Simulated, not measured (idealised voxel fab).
The following process module bears the name voxel self aligned contacts.
190 nm wide, 5 nm square cells: that's cross-section cut.
Cross-section, as written here: a square-cell grid given band by band from the top down, where a band holds one or more rows of cells. Heads up on the band format: heights come first, top then bottom, in nm. After that it's the materials left to right, each with its width in nm. A single material flagged "everywhere" fills the whole band edge to edge, and "empty" means there's empty space there. Heads up on the height convention: 0 is the point under which the incoming wafer is all one material, and the lowest band has no bottom, it just keeps going down, like "top 0, no bottom". With a width like "30 to 40", each row of cells in the band differs from the next by the same amount, the top row carrying the first number and the bottom row the second. Basically "all unchanged" means that step didn't change any cell in the cross-section. The entry titled "Enclosed cavity list" provides the empty spaces that have no open way to the top, restricted to those of 8 cells or more. Each is presented as width x height at distance, the distance being measured from the left edge, with all three in nm. It should be noted that, on the line of a given step, the content following the step's settings is a remark produced by the simulator itself with respect to that step. On any step carrying a mask, the "overlay nm" setting, if present on the step's line, tells how far right of its planned place the mask lay; negative values point to the left.

Process steps - plan
step 1: RECEIVE | material Si
step 2: CONFORMAL_DEP | material SiO2 | thk nm 5
step 3: DIRECTIONAL_DEP | material polySi | thk nm 20
step 4: DIRECTIONAL_DEP | material SiN | thk nm 20
step 5: DIRECTIONAL_DEP | material aC | thk nm 15
step 6: PATTERN | tone cover | mask id GATE | material resist | width nm 25 | pitch nm 65 | thk nm 35 | overlay nm 0
step 7: DIRECTIONAL_ETCH | etch materials aC | depth nm 15
step 8: STRIP | etch materials resist
step 9: DIRECTIONAL_ETCH | etch materials SiN | depth nm 20
step 10: DIRECTIONAL_ETCH | etch materials polySi | depth nm 20
step 11: STRIP | etch materials aC
step 12: CONFORMAL_DEP | material SiN | thk nm 10
step 13: DIRECTIONAL_ETCH | etch materials SiN | depth nm 10
step 14: FILL_DEP | material SiO2 | thk nm 20
step 15: CMP | height nm 55
step 16: PATTERN | tone open | mask id CONTACT | material resist | width nm 50 | pitch nm 65 | thk nm 20 | overlay nm 0
step 17: DIRECTIONAL_ETCH | etch materials SiO2 | depth nm 55
step 18: STRIP | etch materials resist
step 19: CONFORMAL_DEP | material TiN | thk nm 5
step 20: FILL_DEP | material Ru | thk nm 5
step 21: CMP | height nm 55
step 22: CONFORMAL_DEP | material SiCN | thk nm 5

Shown in cross-section is the wafer as received, that is, as it stands after step 1
  top 0, no bottom | Si everywhere
  Enclosed cavity list: none

Below is the wafer in cross-section after the module was completed. It began from the starting point shown above and followed the plan shown above, except that one mistake was made while running it
  top 60, bottom 55 | SiCN everywhere
  top 55, bottom 45 | SiO2 (35), then TiN (5 to 20), then Ru (40 to 10), then TiN (5 to 20), then SiO2 (15), then TiN (5 to 20), then Ru (40 to 10), then TiN (5 to 20), then SiO2 (40)
  top 45, bottom 25 | SiO2 (5), then SiN (45), then TiN (5), then Ru (10), then TiN (5), then SiN (45), then TiN (5), then Ru (10), then TiN (5), then SiN (45), then SiO2 (10)
  top 25, bottom 20 | SiO2 (50), then TiN (20), then SiO2 (45), then TiN (20), then SiO2 (55)
  top 20, bottom 0 | polySi everywhere
  top 0, no bottom | Si everywhere
  Enclosed cavity list: none
Misprocessing identified: note: step 2 <-> step 3, run order reversed vs plan
